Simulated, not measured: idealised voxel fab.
process module | voxel ribs on slabs
cross-section cut | 295 nm wide | cells 5 nm
A cross-section is a grid of square cells, given in bands from the top down. A band is one or more rows of cells.
Each band's line starts with the height of the band's top and of its bottom, in nm. Then come its materials from left to right, each with its width in nm. One material with "throughout" fills the band from edge to edge. "air" is empty space.
Height 0 is the level under which the wafer as received is all one material. The lowest band goes on downwards, as in "0 down".
A width such as "30 to 40" changes by the same amount from each row of cells to the next, from the band's top row to its bottom row.
"no change" after a step means that no cell of the cross-section changed.
closed voids: empty space of 8 cells or more with no open way to the top, each as width x height at its distance from the left edge, in nm
after a step's settings: what the simulator itself notes on the step
overlay nm, on a step with a mask: how far to the right of its planned place the mask lay; to the left if negative
plan
1 op RECEIVE | material Si
2 op DIRECTIONAL_DEP | material SiO2 | thk nm 10
3 op DIRECTIONAL_DEP | material SiN | thk nm 15
4 op MASKED_ETCH | tone cover | mask id RIB | width nm 20 | etch materials SiN | depth nm 5 | overlay nm 0
5 op DIRECTIONAL_DEP | material aC | thk nm 15
6 op PATTERN | tone cover | mask id SLAB | material resist | width nm 50 | thk nm 30 | overlay nm 0
7 op DIRECTIONAL_ETCH | etch materials aC | depth nm 15
8 op STRIP | etch materials resist
9 op DIRECTIONAL_ETCH | etch materials SiN | depth nm 10
10 op STRIP | etch materials aC
11 op FILL_DEP | material SiO2 | thk nm 20
12 op CMP | height nm 45
13 op DIRECTIONAL_DEP | material TiN | thk nm 5
14 op PATTERN | tone cover | mask id HEATER | material resist | width nm 30 | thk nm 15 | overlay nm 0
15 op DIRECTIONAL_ETCH | etch materials TiN | depth nm 5
16 op STRIP | etch materials resist
17 op CONFORMAL_DEP | material SiO2 | thk nm 10
varied across the wafers: thk nm of step 2. The plan shows the first wafer's value. All wafers start alike
first wafer as received, after step 1
  0 down: Si throughout
  closed voids: none
first wafer at the end, after step 17
  60 to 55: air 120 | SiO2 50 | air 125
  55 to 50: SiO2 throughout
  50 to 45: SiO2 130 | TiN 30 | SiO2 135
  45 to 25: SiO2 throughout
  25 to 20: SiO2 135 | SiN 20 | SiO2 140
  20 to 10: SiO2 120 | SiN 50 | SiO2 125
  10 to 0: SiO2 throughout
  0 down: Si throughout
  closed voids: none
last wafer at the end
  60 to 55: air 120 | SiO2 50 | air 125
  55 to 50: SiO2 throughout
  50 to 45: SiO2 130 | TiN 30 | SiO2 135
  45 to 35: SiO2 120 | SiN 50 | SiO2 125
  35 to 0: SiO2 throughout
  0 down: Si throughout
  closed voids: none
each wafer at the end: cells of each material gained (+) or lost (-) since it was received, then its closed voids
thk nm 10 | +24 SiN | +629 SiO2 | +6 TiN | closed voids: none
thk nm 15 | +24 SiN | +629 SiO2 | +6 TiN | closed voids: none
thk nm 20 | +24 SiN | +629 SiO2 | +6 TiN | closed voids: none
thk nm 25 | +24 SiN | +629 SiO2 | +6 TiN | closed voids: none
thk nm 30 | +24 SiN | +629 SiO2 | +6 TiN | closed voids: none
thk nm 35 | +20 SiN | +633 SiO2 | +6 TiN | closed voids: none
